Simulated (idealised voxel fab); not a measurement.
process module | voxel spacer lines
cross-section cut | 150 nm wide | cells 5 nm
A cross-section is a grid of square cells, given in bands from the top down. A band is one or more rows of cells.
Each band's line starts with the height of the band's top and of its bottom, in nm. Then come its materials from left to right, each with its width in nm. One material with "throughout" fills the band from edge to edge. "air" is empty space.
Height 0 is the level under which the wafer as received is all one material. The lowest band goes on downwards, as in "0 down".
A width such as "30 to 40" changes by the same amount from each row of cells to the next, from the band's top row to its bottom row.
"no change" after a step means that no cell of the cross-section changed.
closed voids: empty space of 8 cells or more with no open way to the top, each as width x height at its distance from the left edge, in nm
after a step's settings: what the simulator itself notes on the step
overlay nm, on a step with a mask: how far to the right of its planned place the mask lay; to the left if negative
plan
1 op RECEIVE | material Si
2 op CONFORMAL_DEP | material Al2O3 | thk nm 5
3 op DIRECTIONAL_DEP | material W | thk nm 10
4 op DIRECTIONAL_DEP | material polySi | thk nm 20
5 op PATTERN | tone cover | mask id MANDREL | material resist | width nm 15 | pitch nm 50 | thk nm 25 | overlay nm 0
6 op DIRECTIONAL_ETCH | etch materials polySi | depth nm 20
7 op STRIP | etch materials resist
8 op CONFORMAL_DEP | material SiN | thk nm 10
9 op DIRECTIONAL_ETCH | etch materials SiN | depth nm 10
10 op STRIP | etch materials polySi
11 op DIRECTIONAL_ETCH | etch materials W | depth nm 5
12 op STRIP | etch materials SiN
13 op FILL_DEP | material SiO2 | thk nm 5
14 op CMP | height nm 15
varied across the wafers: depth nm of step 11. The plan shows the first wafer's value. All wafers start alike
first wafer as received, after step 1
  0 down: Si throughout
  closed voids: none
first wafer at the end, after step 14
  15 to 10: SiO2 30 | W 10 | SiO2 15 | W 10 | SiO2 15 | W 10 | SiO2 15 | W 10 | SiO2 35
  10 to 5: W throughout
  5 to 0: Al2O3 throughout
  0 down: Si throughout
  closed voids: none
last wafer at the end
  15 to 5: SiO2 30 | W 10 | SiO2 15 | W 10 | SiO2 15 | W 10 | SiO2 15 | W 10 | SiO2 35
  5 to 0: Al2O3 throughout
  0 down: Si throughout
  closed voids: none
each wafer at the end: cells of each material gained (+) or lost (-) since it was received, then its closed voids
depth nm 5 | +30 Al2O3 | +22 SiO2 | +38 W | closed voids: none
depth nm 10 | +30 Al2O3 | +44 SiO2 | +16 W | closed voids: none
depth nm 15 | +30 Al2O3 | +44 SiO2 | +16 W | closed voids: none
depth nm 20 | +30 Al2O3 | +44 SiO2 | +16 W | closed voids: none
depth nm 25 | +30 Al2O3 | +44 SiO2 | +16 W | closed voids: none
